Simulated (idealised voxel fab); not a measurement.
You're looking at the process module voxel gate over fins.
230 nm wide, 5 nm square cells: that's cross-section cut.
Notation: cross-section as square-cell grid; stated in bands, top first, going down; one or more cell rows per band. Heights first: top, then bottom, in nm. Then materials, left to right, each with a width in nm. "throughout" on a single material: fills the band edge to edge. "air": empty space. Note: height 0 marks the level under which the wafer is uniformly one material as received. Lowest band unbounded below, written "0 down". The expression "30 to 40" gives the width at the extremes of the band, the first number at its top row of cells and the second at its bottom row, with the width changing by equal amounts from each row to the next in between. No cell of the cross-section changed in a step that is given as "remains unaltered". The entry titled "Closed void listing" provides the empty spaces that have no open way to the top, restricted to those of 8 cells or more. Each is presented as width x height at distance, the distance being measured from the left edge, with all three in nm. Past the settings on a step's line: simulator remark, on that step. Regarding "overlay nm": on a step with a mask, it is the distance the mask lay to the right of its planned place; a negative value places it to the left.

Set out below are the planned steps of the process:
1: RECEIVE, material Si
2: CONFORMAL_DEP, material SiN, thk nm 5
3: DIRECTIONAL_DEP, material aC, thk nm 15
4: PATTERN, tone cover, mask id FINS, material resist, width nm 15, pitch nm 45, thk nm 30, overlay nm 0
5: DIRECTIONAL_ETCH, etch materials aC, depth nm 15
6: STRIP, etch materials resist
7: DIRECTIONAL_ETCH, etch materials SiN, depth nm 5
8: DIRECTIONAL_ETCH, etch materials Si, depth nm 40
9: STRIP, etch materials aC
10: OXIDIZE, depth nm 5
11: FILL_DEP, material SiO2, thk nm 15
12: CMP, height nm 5
13: SELECTIVE_ETCH, etch materials SiO2, depth nm 15
14: STRIP, etch materials SiN
15: CONFORMAL_DEP, material HfO2, thk nm 5
16: CONFORMAL_DEP, material TiN, thk nm 5
17: CONFORMAL_DEP, material TiAl, thk nm 5
18: CONFORMAL_DEP, material TiN, thk nm 5
19: FILL_DEP, material W, thk nm 10
20: CMP, height nm 25
21: CONFORMAL_DEP, material SiN, thk nm 10

Wafer as received: cross-section following step 1:
0 down: Si throughout
Closed void listing: none

Below is the wafer in cross-section after the module was completed. It began from the starting point shown above and followed the plan shown above, except that one mistake was made while running it:
35 to 25: SiN throughout
25 to 20: W throughout
20 to 15: W 25, TiN 180, W 25
15 to 10: W 25, TiN 5, TiAl 35, TiN 10, TiAl 35, TiN 10, TiAl 35, TiN 10, TiAl 35, TiN 5, W 25
10 to 5: W 25, TiN 5, TiAl 5, TiN 25, TiAl 5, TiN 10, TiAl 5, TiN 25, TiAl 5, TiN 10, TiAl 5, TiN 25, TiAl 5, TiN 10, TiAl 5, TiN 25, TiAl 5, TiN 5, W 25
5 to 0: W 25, TiN 5, TiAl 5, TiN 5, HfO2 15, TiN 5, TiAl 5, TiN 10, TiAl 5, TiN 5, HfO2 15, TiN 5, TiAl 5, TiN 10, TiAl 5, TiN 5, HfO2 15, TiN 5, TiAl 5, TiN 10, TiAl 5, TiN 5, HfO2 15, TiN 5, TiAl 5, TiN 5, W 25
0 to -5: W 25, TiN 5, TiAl 5, TiN 5, HfO2 5, Si 5, HfO2 5, TiN 5, TiAl 5, TiN 10, TiAl 5, TiN 5, HfO2 5, Si 5, HfO2 5, TiN 5, TiAl 5, TiN 10, TiAl 5, TiN 5, HfO2 5, Si 5, HfO2 5, TiN 5, TiAl 5, TiN 10, TiAl 5, TiN 5, HfO2 5, Si 5, HfO2 5, TiN 5, TiAl 5, TiN 5, W 25
-5 to -10: TiN 30, TiAl 5, TiN 5, HfO2 5, Si 5, HfO2 5, TiN 5, TiAl 5, TiN 10, TiAl 5, TiN 5, HfO2 5, Si 5, HfO2 5, TiN 5, TiAl 5, TiN 10, TiAl 5, TiN 5, HfO2 5, Si 5, HfO2 5, TiN 5, TiAl 5, TiN 10, TiAl 5, TiN 5, HfO2 5, Si 5, HfO2 5, TiN 5, TiAl 5, TiN 30
-10 to -15: TiAl 35, TiN 5, HfO2 5, Si 5, HfO2 5, TiN 5, TiAl 20, TiN 5, HfO2 5, Si 5, HfO2 5, TiN 5, TiAl 20, TiN 5, HfO2 5, Si 5, HfO2 5, TiN 5, TiAl 20, TiN 5, HfO2 5, Si 5, HfO2 5, TiN 5, TiAl 35
-15 to -20: TiN 40, HfO2 5, Si 5, HfO2 5, TiN 30, HfO2 5, Si 5, HfO2 5, TiN 30, HfO2 5, Si 5, HfO2 5, TiN 30, HfO2 5, Si 5, HfO2 5, TiN 40
-20 to -25: HfO2 45, Si 5, HfO2 40, Si 5, HfO2 40, Si 5, HfO2 40, Si 5, HfO2 45
-25 to -45: SiO2 45, Si 5, SiO2 40, Si 5, SiO2 40, Si 5, SiO2 40, Si 5, SiO2 45
-45 down: Si throughout
Closed void listing: none
So what did we get wrong on this run? step 13 in the plan was executed twice
